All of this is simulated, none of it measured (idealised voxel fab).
Name of the process module below: voxel transistor to metal
Each square cell in cross-section cut measures 5 nm, and the section as a whole is 185 nm wide.
Think of the cross-section as a grid of square cells. We describe it in bands, top to bottom, and each band covers one or more rows of those cells. Top height, bottom height, nm. Materials left to right, width each, nm. Single material + "throughout" = fills band edge to edge. "air" = empty. We count height from 0. Below that, the starting wafer is all one material. The lowest band never ends at the bottom but goes on down; see "z 0 and below" for how that is written. A width such as "30->40" changes by the same amount from each row of cells to the next, from the band's top row to its bottom row. "remained the same" -> step changed no cross-section cell. "Entrapped void list" means: voids of 8 cells or more that are shut off from the top with no open way through. Written width x height at distance, distance from the left edge, in nm. Anything after a step's settings on that line? It's the simulator's own note about the step. "overlay nm" denotes, for a step that has a mask, the displacement of the mask to the right of its planned place, with negative values corresponding to the left.
# Below is the list of planned process steps
| 1 | RECEIVE: material Si |
| 2 | CONFORMAL_DEP: material SiO2, thk nm 5 |
| 3 | CONFORMAL_DEP: material SiN, thk nm 10 |
| 4 | PATTERN: tone cover, mask id ACTIVE, material resist, width nm 115, thk nm 15, overlay nm 0 |
| 5 | DIRECTIONAL_ETCH: etch materials SiN, depth nm 10 |
| 6 | DIRECTIONAL_ETCH: etch materials SiO2, depth nm 5 |
| 7 | DIRECTIONAL_ETCH: etch materials Si, depth nm 20 |
| 8 | STRIP: etch materials resist |
| 9 | FILL_DEP: material SiO2, thk nm 15 |
| 10 | CMP: height nm 15 |
| 11 | SELECTIVE_ETCH: etch materials SiO2, depth nm 10 |
| 12 | STRIP: etch materials SiN |
| 13 | SELECTIVE_ETCH: etch materials SiO2, depth nm 5 |
| 14 | OXIDIZE: depth nm 5 |
| 15 | DIRECTIONAL_DEP: material polySi, thk nm 30 |
| 16 | DIRECTIONAL_DEP: material SiCN, thk nm 15 |
| 17 | MASKED_ETCH: tone cover, mask id GATE, width nm 25, etch materials SiCN, depth nm 25, overlay nm 0 |
| 18 | MASKED_ETCH: tone cover, mask id GATE, width nm 25, etch materials polySi, depth nm 40, overlay nm 0 |
| 19 | CONFORMAL_DEP: material SiO2, thk nm 5 |
| 20 | DIRECTIONAL_ETCH: etch materials SiO2, depth nm 5 |
| 21 | CONFORMAL_DEP: material SiN, thk nm 10 |
| 22 | DIRECTIONAL_ETCH: etch materials SiN, depth nm 10 |
| 23 | DIRECTIONAL_ETCH: etch materials SiO2, depth nm 5 |
| 24 | DIRECTIONAL_ETCH: etch materials Si, depth nm 15 |
| 25 | EPI: material pSi, thk nm 15 |
| 26 | FILL_DEP: material SiO2, thk nm 5 |
| 27 | CMP: height nm 30 |
| 28 | STRIP: etch materials polySi |
| 29 | SELECTIVE_ETCH: etch materials SiO2, depth nm 5 |
| 30 | CONFORMAL_DEP: material HfO2, thk nm 5 |
| 31 | CONFORMAL_DEP: material TiN, thk nm 5 |
| 32 | FILL_DEP: material W, thk nm 5 |
| 33 | CMP: height nm 25 |
| 34 | DIRECTIONAL_DEP: material SiO2, thk nm 10 |
| 35 | MASKED_ETCH: tone open, mask id CONTACT, width nm 15, pitch nm 80, etch materials SiO2, depth nm 40, overlay nm 0 |
| 36 | CONFORMAL_DEP: material TiN, thk nm 5 |
| 37 | FILL_DEP: material Ru, thk nm 10 |
| 38 | CMP: height nm 35 |
| 39 | CONFORMAL_DEP: material SiCN, thk nm 5 |
| 40 | DIRECTIONAL_DEP: material SiO2, thk nm 15 |
| 41 | PATTERN: tone open, mask id METAL_1, material resist, width nm 15, pitch nm 80, thk nm 20, overlay nm 0 |
| 42 | DIRECTIONAL_ETCH: etch materials SiO2, depth nm 15 |
| 43 | DIRECTIONAL_ETCH: etch materials SiCN, depth nm 5 |
| 44 | STRIP: etch materials resist |
| 45 | CONFORMAL_DEP: material TiN, thk nm 5 |
| 46 | FILL_DEP: material Cu, thk nm 5 |
| 47 | CMP: height nm 55 |
| 48 | CONFORMAL_DEP: material SiN, thk nm 5 |
# As-received state of the wafer in cross-section, equivalent to post-step 1
- z 0 and below  Si throughout
- Entrapped void list: none
# First wafer of two, sectioned at end of module; run went per plan
- z 60 to 55  SiN throughout
- z 55 to 40  45 SiO2  5 TiN  5 Cu  5 TiN  65 SiO2  5 TiN  5 Cu  5 TiN  45 SiO2
- z 40 to 35  45 SiCN  15 TiN  65 SiCN  15 TiN  45 SiCN
- z 35 to 25  45 SiO2  5 TiN  5 Ru  5 TiN  65 SiO2  5 TiN  5 Ru  5 TiN  45 SiO2
- z 25 to 15  45 SiO2  5 TiN  5 Ru  5 TiN  5 SiO2  10 SiN  5 HfO2  5 TiN  15 W  5 TiN  5 HfO2  10 SiN  5 SiO2  5 TiN  5 Ru  5 TiN  45 SiO2
- z 15 to 10  45 SiO2  15 TiN  5 SiO2  10 SiN  5 HfO2  5 TiN  15 W  5 TiN  5 HfO2  10 SiN  5 SiO2  15 TiN  45 SiO2
- z 10 to 5  45 SiO2  5 TiN  15 pSi  10 SiN  5 HfO2  5 TiN  15 W  5 TiN  5 HfO2  10 SiN  15 pSi  5 TiN  45 SiO2
- z 5 to 0  45 SiO2  5 TiN  15 pSi  10 SiN  5 HfO2  25 TiN  5 HfO2  10 SiN  15 pSi  5 TiN  45 SiO2
- z 0 to -5  45 SiO2  5 TiN  15 pSi  10 SiO2  35 HfO2  10 SiO2  15 pSi  5 TiN  45 SiO2
- z -5 to -20  35 SiO2  30 pSi  55 Si  30 pSi  35 SiO2
- z -20 and below  Si throughout
- Entrapped void list: none
# Same start, same plan as the first wafer - but one mistake in the run. Cross-section of the second of the two at the end of the module
- z 60 to 55  SiN throughout
- z 55 to 40  45 SiO2  5 TiN  5 Cu  5 TiN  65 SiO2  5 TiN  5 Cu  5 TiN  45 SiO2
- z 40 to 35  45 SiCN  15 TiN  65 SiCN  15 TiN  45 SiCN
- z 35 to 25  45 SiO2  5 TiN  5 Ru  5 TiN  65 SiO2  5 TiN  5 Ru  5 TiN  45 SiO2
- z 25 to 15  45 SiO2  5 TiN  5 Ru  5 TiN  5 SiO2  10 SiN  5 HfO2  5 TiN  15 W  5 TiN  5 HfO2  10 SiN  5 SiO2  5 TiN  5 Ru  5 TiN  45 SiO2
- z 15 to 10  45 SiO2  15 TiN  5 SiO2  10 SiN  5 HfO2  5 TiN  15 W  5 TiN  5 HfO2  10 SiN  5 SiO2  15 TiN  45 SiO2
- z 10 to 5  45 SiO2  5 TiN  15 pSi  10 SiN  5 HfO2  5 TiN  15 W  5 TiN  5 HfO2  10 SiN  15 pSi  5 TiN  45 SiO2
- z 5 to 0  45 SiO2  5 TiN  15 pSi  10 SiN  5 HfO2  25 TiN  5 HfO2  10 SiN  15 pSi  5 TiN  45 SiO2
- z 0 to -5  45 SiO2  5 TiN  15 pSi  10 SiO2  35 HfO2  10 SiO2  15 pSi  5 TiN  45 SiO2
- z -5 to -20  35 SiO2  30 pSi  55 Si  35 pSi  30 SiO2
- z -20 and below  Si throughout
- Entrapped void list: none
What was done differently from what was planned? step 4 deviated from plan and actually ran as PATTERN: tone cover, mask id ACTIVE, material resist, width nm 120, thk nm 15, overlay nm 0
Count the cells at the end and the second wafer has more or fewer of some materials than the first: SiO2: 3 fewer; pSi: 3 more
